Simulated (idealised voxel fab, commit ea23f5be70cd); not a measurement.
This section sets out a process module, namely voxel capacitor over wiring.
Displayed cross-section: cut, width of 230 nm, square cells sized 5 nm.
A cross-section is written here as square cells arranged in a grid, and it is given in bands from the top down, each band taking up one or more rows of cells.
For a band, the entry starts with two heights in nm, that of the top and then that of the bottom, and carries on with the band's materials in order from left to right, each alongside its width in nm; the word "full width" beside a single material means it fills the band edge to edge, and "blank" means empty space.
We count height from 0. Below that, the starting wafer is all one material. The lowest band never ends at the bottom but goes on down; see "0 -> down" for how that is written.
The expression "30 to 40" gives the width at the extremes of the band, the first number at its top row of cells and the second at its bottom row, with the width changing by equal amounts from each row to the next in between.
"same as before", as given for a step, is the statement that not any cell of the cross-section underwent a change during that step.
If an empty space has no open way to the top and is at least 8 cells in size, "Fully enclosed voids" lists it, written width x height at distance, where distance is measured from the left edge and every value is in nm.
That trailing text on a step's line, after the settings, is the simulator's own remark on the step.
The "overlay nm" setting may appear on a step's line; for a step that uses a mask, it gives how far to the right of its planned position the mask lay, and a negative value indicates the left.
The following list gives the planned process steps:
1: RECEIVE,material Si
2: CONFORMAL_DEP,material SiO2,thk nm 15
3: CONFORMAL_DEP,material SiCN,thk nm 5
4: DIRECTIONAL_DEP,material lowk,thk nm 25
5: DIRECTIONAL_DEP,material aC,thk nm 15
6: PATTERN,tone open,mask id METAL_1,material resist,width nm 25,pitch nm 95,thk nm 35,overlay nm 0
7: DIRECTIONAL_ETCH,etch materials aC,depth nm 15
8: STRIP,etch materials resist
9: DIRECTIONAL_ETCH,etch materials lowk,depth nm 25
10: DIRECTIONAL_ETCH,etch materials SiCN,depth nm 5
11: STRIP,etch materials aC
12: CONFORMAL_DEP,material TiN,thk nm 5
13: FILL_DEP,material Ru,thk nm 5
14: CMP,height nm 45
15: CONFORMAL_DEP,material SiCN,thk nm 5
16: DIRECTIONAL_DEP,material lowk,thk nm 15
17: DIRECTIONAL_DEP,material aC,thk nm 15
18: PATTERN,tone open,mask id PLUG_1,material resist,width nm 15,thk nm 30,overlay nm 0
19: DIRECTIONAL_ETCH,etch materials aC,depth nm 15
20: STRIP,etch materials resist
21: DIRECTIONAL_ETCH,etch materials lowk,depth nm 15
22: DIRECTIONAL_ETCH,etch materials SiCN,depth nm 5
23: STRIP,etch materials aC
24: CONFORMAL_DEP,material TiN,thk nm 5
25: FILL_DEP,material W,thk nm 5
26: CMP,height nm 65
27: DIRECTIONAL_DEP,material TiN,thk nm 5
28: DIRECTIONAL_DEP,material Al2O3,thk nm 5
29: DIRECTIONAL_DEP,material TiN,thk nm 5
30: DIRECTIONAL_DEP,material aC,thk nm 10
31: PATTERN,tone cover,mask id UPPER_PLATE,material resist,width nm 75,thk nm 30,overlay nm 0
32: DIRECTIONAL_ETCH,etch materials aC,depth nm 10
33: STRIP,etch materials resist
34: DIRECTIONAL_ETCH,etch materials TiN,depth nm 5
35: DIRECTIONAL_ETCH,etch materials Al2O3,depth nm 5
36: STRIP,etch materials aC
37: MASKED_ETCH,tone cover,mask id LOWER_PLATE,width nm 85,etch materials TiN,depth nm 5,overlay nm 0
38: FILL_DEP,material SiO2,thk nm 20
39: CMP,height nm 95
40: PATTERN,tone open,mask id PLUG_2,material resist,width nm 15,thk nm 15,overlay nm 0
41: DIRECTIONAL_ETCH,etch materials SiO2,depth nm 15
42: STRIP,etch materials resist
43: CONFORMAL_DEP,material TiN,thk nm 5
44: FILL_DEP,material Cu,thk nm 5
45: CMP,height nm 95
46: CONFORMAL_DEP,material SiCN,thk nm 5
Wafer as received: cross-section following step 1:
	0 -> down  Si full width
	Fully enclosed voids: none
What the wafer looks like in cross-section after this module, when it starts as shown above and follows the plan above but one mistake is made in running it:
	105 -> 100  SiCN full width
	100 -> 95  TiN 80  Cu 5  TiN 145
	95 -> 85  SiO2 75  TiN 5  Cu 5  TiN 5  SiO2 140
	85 -> 75  SiO2 75 to 65  TiN 15 to 75  SiO2 140 to 90
	75 -> 70  SiO2 65  Al2O3 75  SiO2 90
	70 -> 65  SiO2 60  TiN 85  SiO2 85
	65 -> 50  lowk 65  TiN 5  W 5  TiN 5  lowk 150
	50 -> 45  SiCN 65  TiN 15  SiCN 150
	45 -> 20  lowk 55  TiN 5  Ru 15  TiN 5  lowk 70  TiN 5  Ru 15  TiN 5  lowk 55
	20 -> 15  SiCN 55  TiN 25  SiCN 70  TiN 25  SiCN 55
	15 -> 0  SiO2 full width
	0 -> down  Si full width
	Fully enclosed voids: none
What was the processing mistake? so step 45 ended up running with a different setting than we planned, it ran as CMP,height nm 100
